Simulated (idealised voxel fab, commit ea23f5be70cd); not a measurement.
Title: Process Module voxel trench capacitor
Shown is cross-section cut, with a width of 185 nm and square cells of size 5 nm.
Just so we're on the same page, the cross-sections are grids of square cells, and they're listed out in bands top to bottom, each band one or more rows deep.
Top height, bottom height, nm. Materials left to right, width each, nm. Single material + "all across" = fills band edge to edge. "empty" = empty.
Height datum 0, below which the as-received substrate wafer is one material. Lowest band open at the bottom, running downward: "0 -> down".
Per-row width for "30->40": begins at first number (top row of band), ends at second number (bottom row), increment between rows held constant.
"left unchanged" after a step means that no cell of the cross-section changed.
So "Enclosed cavity list" is basically the list of trapped voids: any empty space of 8 cells or more that can't reach the top through an opening. They're written width x height at distance, the distance being from the left edge, and it's all nm.
Formally, on a step line, whatever follows the settings is a remark that the simulator itself makes on the step.
The line of a step may include "overlay nm". On a step with a mask, this value is how far to the right of its planned place the mask lay. A negative value means the mask lay to the left.
[The process steps that were planned are listed below]
step 1: RECEIVE: material Si
step 2: CONFORMAL_DEP: material SiN, thk nm 10
step 3: PATTERN: tone open, mask id TRENCH, material resist, width nm 15, pitch nm 40, thk nm 15, overlay nm 0
step 4: DIRECTIONAL_ETCH: etch materials SiN, depth nm 10
step 5: DIRECTIONAL_ETCH: etch materials Si, depth nm 30
step 6: STRIP: etch materials resist
step 7: CONFORMAL_DEP: material Al2O3, thk nm 5
step 8: FILL_DEP: material polySi, thk nm 5
step 9: CMP: height nm 10
[Cross-section of the wafer as it came to us, i.e., already through step 1]
0 -> down: Si all across
Enclosed cavity list: none
[The plan above was carried out on the starting structure above with one mistake, and this cross-section shows the wafer at the end of the module]
10 -> 0: 20 nm SiN / 5 nm Al2O3 / 5 nm polySi / 5 nm Al2O3 / 25 nm SiN / 5 nm Al2O3 / 5 nm polySi / 5 nm Al2O3 / 25 nm SiN / 5 nm Al2O3 / 5 nm polySi / 5 nm Al2O3 / 25 nm SiN / 5 nm Al2O3 / 5 nm polySi / 5 nm Al2O3 / 30 nm SiN
0 -> -25: 20 nm Si / 5 nm Al2O3 / 5 nm polySi / 5 nm Al2O3 / 25 nm Si / 5 nm Al2O3 / 5 nm polySi / 5 nm Al2O3 / 25 nm Si / 5 nm Al2O3 / 5 nm polySi / 5 nm Al2O3 / 25 nm Si / 5 nm Al2O3 / 5 nm polySi / 5 nm Al2O3 / 30 nm Si
-25 -> -30: 20 nm Si / 15 nm Al2O3 / 25 nm Si / 15 nm Al2O3 / 25 nm Si / 15 nm Al2O3 / 25 nm Si / 15 nm Al2O3 / 30 nm Si
-30 -> down: Si all across
Enclosed cavity list: none
Nonconformance to the process plan: step 3, actual vs plan mismatch, actual run PATTERN: tone open, mask id TRENCH, material resist, width nm 15, pitch nm 40, thk nm 15, overlay nm -5
